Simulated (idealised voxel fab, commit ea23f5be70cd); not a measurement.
Process module in this document: voxel released beams
The figure presents cross-section cut, which has a width of 280 nm and is divided into square cells with an edge length of 5 nm.
A cross-section in this document is a grid of square cells, and it is written down as bands, the top band listed before the ones below it; a band is made up of one or more rows of cells.
It is stipulated that each band's entry specify, in nanometres, the height of the top of the band and then that of its bottom, followed by the materials of the band in left-to-right sequence, each together with its width in nanometres. A single material marked by the word "full width" is understood to fill the band from edge to edge; the word "empty" is understood to denote empty space.
Heights are expressed relative to 0, this being the level below which the as-received wafer comprises one material exclusively. The lowest band is unbounded in the downward direction and is denoted as in "z 0 and below".
Width "30->40": first value at the band's top row of cells, second value at its bottom row, equal change from row to row.
"nothing got changed", as given for a step, is the statement that not any cell of the cross-section underwent a change during that step.
"Sealed voids" contains a list of empty spaces, each no smaller than 8 cells and without an open way to the top, written in the form width x height at distance with the distance from the left edge and all three in nm.
Note: text after step settings on the step line = simulator remark on that step.
Each step line may optionally specify "overlay nm", which for a step with a mask gives the rightward distance between the mask's planned place and where it lay, a negative value indicating the leftward direction.

## Process steps (planned)
- 1: RECEIVE (material Si)
- 2: CONFORMAL_DEP (material SiN; thk nm 10)
- 3: DIRECTIONAL_DEP (material SiO2; thk nm 15)
- 4: MASKED_ETCH (tone open; mask id ANCHOR; width nm 30; etch materials SiO2; depth nm 15; overlay nm 0)
- 5: CONFORMAL_DEP (material W; thk nm 10)
- 6: DIRECTIONAL_DEP (material aC; thk nm 10)
- 7: PATTERN (tone cover; mask id BEAM; material resist; width nm 85; thk nm 30; overlay nm 0)
- 8: DIRECTIONAL_ETCH (etch materials aC; depth nm 10)
- 9: STRIP (etch materials resist)
- 10: DIRECTIONAL_ETCH (etch materials W; depth nm 10)
- 11: STRIP (etch materials aC)
- 12: STRIP (etch materials SiO2)

## Cross-section, incoming material, after step 1
	z 0 and below  Si full width
	Sealed voids: none

## The module was run from the start shown above using the plan shown above, but one mistake was made doing it; the resulting wafer cross-section is below
	z 0 and below  Si full width
	Sealed voids: none
Error vs. plan: off-plan run, step 2, actual operation and settings CONFORMAL_DEP (material SiO2; thk nm 10)
